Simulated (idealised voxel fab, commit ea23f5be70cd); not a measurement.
The process module presented herein is designated voxel released beams.
We display cut, a cross-section 275 nm in width whose square cells are each 5 nm.
How to read a cross-section here: the picture is a grid of square cells, written as bands going from the top down, and any band can span one or more rows of cells.
This entry defines a band. It first specifies the height of the band's top and the height of its bottom in nm, and then specifies the band's materials from left to right, stating each material with its width in nm. The word "everywhere" identifies a single material that fills the band from edge to edge, while the word "empty" identifies empty space.
Zero point of the height axis is 0; under it, received wafer = one material. Lowest band: continues down indefinitely, "from 0 down".
The expression "30->40" gives the width at the extremes of the band, the first number at its top row of cells and the second at its bottom row, with the width changing by equal amounts from each row to the next in between.
Reading "no change occurred" for a step: not a cell of the cross-section changed in it.
"Closed internal voids" specifies each empty space that is not open to the top and that occupies no fewer than 8 cells, using the form width x height at distance, the distance measured from the left edge and all three quantities in nm.
Where a step's line continues beyond its settings, the continuation is a remark by the simulator itself on that step.
overlay nm: on a step with a mask, how far right of its planned place the mask lay; negative means left.
### Process steps (planned)
step 1: RECEIVE, material Si
step 2: CONFORMAL_DEP, material Al2O3, thk nm 5
step 3: DIRECTIONAL_DEP, material SiO2, thk nm 20
step 4: MASKED_ETCH, tone open, mask id ANCHOR, width nm 25, etch materials SiO2, depth nm 20, overlay nm 0
step 5: CONFORMAL_DEP, material SiN, thk nm 10
step 6: DIRECTIONAL_DEP, material aC, thk nm 10
step 7: PATTERN, tone cover, mask id BEAM, material resist, width nm 75, thk nm 25, overlay nm 0
step 8: DIRECTIONAL_ETCH, etch materials aC, depth nm 10
step 9: STRIP, etch materials resist
step 10: DIRECTIONAL_ETCH, etch materials SiN, depth nm 10
step 11: STRIP, etch materials aC
step 12: STRIP, etch materials SiO2
### As-received state of the wafer in cross-section, equivalent to post-step 1
* from 0 down: Si everywhere
* Closed internal voids: none
### Here's the cross-section of the first of our two wafers at the end of the module - it ran as planned
* from 35 to 25: empty=95, SiN=15, empty=5, SiN=55, empty=105
* from 25 to 15: empty=100, SiN=10, empty=5, SiN=10, empty=150
* from 15 to 5: empty=100, SiN=25, empty=150
* from 5 to 0: Al2O3 everywhere
* from 0 down: Si everywhere
* Closed internal voids: none
### Presented here is a cross-section of the second of the two wafers as it stood at the end of the module. It was started in the same manner and assigned the same plan as the first wafer; however, one mistake was made in its execution
* from 35 to 25: empty=95, SiN=75, empty=105
* from 25 to 5: empty=105, SiN=15, empty=155
* from 5 to 0: Al2O3 everywhere
* from 0 down: Si everywhere
* Closed internal voids: none
Where did the run depart from the plan? in deviation from the planned setting, step 4 was conducted as MASKED_ETCH, tone open, mask id ANCHOR, width nm 15, etch materials SiO2, depth nm 20, overlay nm 0
The final cell counts differ between the wafers, with the second having more or fewer of some materials than the first: -4 SiN
